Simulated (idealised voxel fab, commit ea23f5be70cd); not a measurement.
The process module presented herein is designated voxel tone inversion.
Xsec cut, 295 nm wide, square cell size 5 nm.
Each cross-section below is a grid of square cells, stated as bands in top-down order, with one or more rows of cells making up each band.
The band entry comprises the height of the band's top followed by the height of its bottom, expressed in nm, and subsequently the band's materials from left to right, each stated together with its width in nm. Where a single material is marked with the word "all across", that material fills the band from edge to edge. The word "air" represents empty space.
Where do heights start? At 0: under that level the wafer as delivered is made of one material only. And the lowest band has no floor; it just carries on downward, as in "0 nm and below".
It should be noted that a width expressed as "30..40" varies in equal increments from row to row of cells within the band, taking the value of the first number at the top row and that of the second number at the bottom row.
Reading "no alterations made" for a step: not a cell of the cross-section changed in it.
Basically, "Completely enclosed voids" tells you about the enclosed voids: empty spaces with no open way to the top, 8 cells or bigger, each written width x height at distance, where distance is from the left edge, all in nm.
Read whatever lies past the settings on a step's line as the simulator's own remark about the step.
Among the settings permitted on a step's line is "overlay nm"; applied to a step with a mask, it specifies the extent to which the mask lay to the right of its planned position, whereas a negative figure signifies a position to the left.
PROCESS STEPS - PLAN
1) RECEIVE, material Si
2) CONFORMAL_DEP, material SiN, thk nm 10
3) DIRECTIONAL_DEP, material polySi, thk nm 20
4) PATTERN, tone cover, mask id POSTS, material resist, width nm 20, pitch nm 50, thk nm 30, overlay nm 0
5) DIRECTIONAL_ETCH, etch materials polySi, depth nm 20
6) STRIP, etch materials resist
7) FILL_DEP, material lowk, thk nm 10
8) CMP, height nm 30
9) STRIP, etch materials polySi
10) CONFORMAL_DEP, material TiN, thk nm 5
11) FILL_DEP, material Ru, thk nm 5
12) CMP, height nm 30
13) CONFORMAL_DEP, material SiCN, thk nm 5
AS RECEIVED (POST STEP 1): CROSS-SECTION
	0 nm and below: Si all across
	Completely enclosed voids: none
MODULE COMPLETE, CROSS-SECTION. STARTING POINT AND PLAN PER ABOVE. ONE MISTAKE MADE IN RUNNING THE MODULE
	35 nm to 30 nm: SiCN all across
	30 nm to 15 nm: lowk 110 nm, then TiN 5 nm, then Ru 10 nm, then TiN 5 nm, then lowk 30 nm, then TiN 5 nm, then Ru 10 nm, then TiN 5 nm, then lowk 115 nm
	15 nm to 10 nm: lowk 110 nm, then TiN 20 nm, then lowk 30 nm, then TiN 20 nm, then lowk 115 nm
	10 nm to 0 nm: lowk all across
	0 nm and below: Si all across
	Completely enclosed voids: none
What was done differently from what was planned? step 2 did not happen as planned, as run it was CONFORMAL_DEP, material lowk, thk nm 10
